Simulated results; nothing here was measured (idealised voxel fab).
The process module presented herein is designated voxel ribs on slabs.
Section cut is 165 nm wide and gridded with 5 nm square cells.
Think of the cross-section as a grid of square cells. We describe it in bands, top to bottom, and each band covers one or more rows of those cells. Per band: top height and bottom height in nm, followed by the left-to-right materials and their widths in nm; "throughout" marks a single material spanning edge to edge, "empty" marks empty space. Beneath 0, the wafer as received is one material, and that level is where height counting begins. The lowest band goes on downward without a bottom; it is written like "top 0, no bottom". Graded width ("30 to 40"): value in top row of band = first number; value in bottom row = second number; row-to-row change constant. Step note "left unchanged" = no cross-section cell changed. You'll see "Cavities, sealed" listing empty spaces that have no way open to the top, as long as they're 8 cells or more; the notation is width x height at distance, where the distance is from the left edge, and all of it is in nm. Anything after a step's settings on that line? It's the simulator's own note about the step. "overlay nm" on a masked step: distance the mask lay right of its planned place, negative for left.
# Process steps foreseen in the plan
1. RECEIVE, material Si
2. DIRECTIONAL_DEP, material SiO2, thk nm 20
3. DIRECTIONAL_DEP, material SiN, thk nm 20
4. PATTERN, tone cover, mask id RIB, material resist, width nm 30, thk nm 15, overlay nm 0
5. DIRECTIONAL_ETCH, etch materials SiN, depth nm 5
6. STRIP, etch materials resist
7. PATTERN, tone cover, mask id SLAB, material resist, width nm 70, thk nm 20, overlay nm 0
8. DIRECTIONAL_ETCH, etch materials SiN, depth nm 15
9. STRIP, etch materials resist
10. FILL_DEP, material SiO2, thk nm 25
11. CMP, height nm 60
12. DIRECTIONAL_DEP, material W, thk nm 5
13. PATTERN, tone cover, mask id HEATER, material resist, width nm 40, thk nm 15, overlay nm 0
14. DIRECTIONAL_ETCH, etch materials W, depth nm 5
15. STRIP, etch materials resist
16. CONFORMAL_DEP, material SiN, thk nm 5
# First of two wafers: run as planned
# Incoming wafer, cross-sectional view, post step 1
- top 0, no bottom  Si throughout
- Cavities, sealed: none
# How the wafer stands in section after step 2
- top 20, bottom 0  SiO2 throughout
- Lower than 0, everything is as it was.
# How the wafer stands in section after step 3
- top 40, bottom 20  SiN throughout
- Lower than 20, everything is as it was.
# How the wafer stands in section after step 4
- top 55, bottom 40  empty: 65  resist: 30  empty: 70
- Lower than 40, everything is as it was.
# How the wafer stands in section after step 5
- top 55, bottom 40  empty: 65  resist: 30  empty: 70
- top 40, bottom 35  empty: 65  SiN: 30  empty: 70
- Lower than 35, everything is as it was.
# How the wafer stands in section after step 6
- top 40, bottom 35  empty: 65  SiN: 30  empty: 70
- Lower than 35, everything is as it was.
# How the wafer stands in section after step 7
- top 60, bottom 40  empty: 45  resist: 70  empty: 50
- top 40, bottom 35  empty: 45  resist: 20  SiN: 30  resist: 20  empty: 50
- Lower than 35, everything is as it was.
# How the wafer stands in section after step 8
- top 60, bottom 40  empty: 45  resist: 70  empty: 50
- top 40, bottom 35  empty: 45  resist: 20  SiN: 30  resist: 20  empty: 50
- top 35, bottom 20  empty: 45  SiN: 70  empty: 50
- Lower than 20, everything is as it was.
# How the wafer stands in section after step 9
- top 40, bottom 35  empty: 65  SiN: 30  empty: 70
- Lower than 35, everything is as it was.
# How the wafer stands in section after step 10
- top 65, bottom 40  SiO2 throughout
- top 40, bottom 35  SiO2: 65  SiN: 30  SiO2: 70
- top 35, bottom 20  SiO2: 45  SiN: 70  SiO2: 50
- Lower than 20, everything is as it was.
# How the wafer stands in section after step 11
- top 60, bottom 40  SiO2 throughout
- Lower than 40, everything is as it was.
# How the wafer stands in section after step 12
- top 65, bottom 60  W throughout
- Lower than 60, everything is as it was.
# How the wafer stands in section after step 13
- top 80, bottom 65  empty: 60  resist: 40  empty: 65
- Lower than 65, everything is as it was.
# How the wafer stands in section after step 14
- top 80, bottom 65  empty: 60  resist: 40  empty: 65
- top 65, bottom 60  empty: 60  W: 40  empty: 65
- Lower than 60, everything is as it was.
# How the wafer stands in section after step 15
- top 65, bottom 60  empty: 60  W: 40  empty: 65
- Lower than 60, everything is as it was.
# How the wafer stands in section after step 16
- top 70, bottom 65  empty: 55  SiN: 50  empty: 60
- top 65, bottom 60  SiN: 60  W: 40  SiN: 65
- Lower than 60, everything is as it was.
# Companion wafer, the second of two: same beginning, same intended sequence, one mistake in carrying it out; through step 12 inclusive it tracks the first exactly
# Cross-section, second wafer, at the end time the plan gives for step 13
- top 80, bottom 65  empty: 65  resist: 40  empty: 60
- Lower than 65, everything is as it was.
# Cross-section, second wafer, at the end time the plan gives for step 14
- top 80, bottom 65  empty: 65  resist: 40  empty: 60
- top 65, bottom 60  empty: 65  W: 40  empty: 60
- Lower than 60, everything is as it was.
# Cross-section, second wafer, at the end time the plan gives for step 15
- top 65, bottom 60  empty: 65  W: 40  empty: 60
- Lower than 60, everything is as it was.
# Cross-section, second wafer, at the end time the plan gives for step 16
- top 70, bottom 65  empty: 60  SiN: 50  empty: 55
- top 65, bottom 60  SiN: 65  W: 40  SiN: 60
- Lower than 60, everything is as it was.
What was the processing mistake? step 13 was processed under conditions differing from the plan, specifically as PATTERN, tone cover, mask id HEATER, material resist, width nm 40, thk nm 15, overlay nm 5
at the end the second wafer has, in cells: as many of each material as the first, in other places
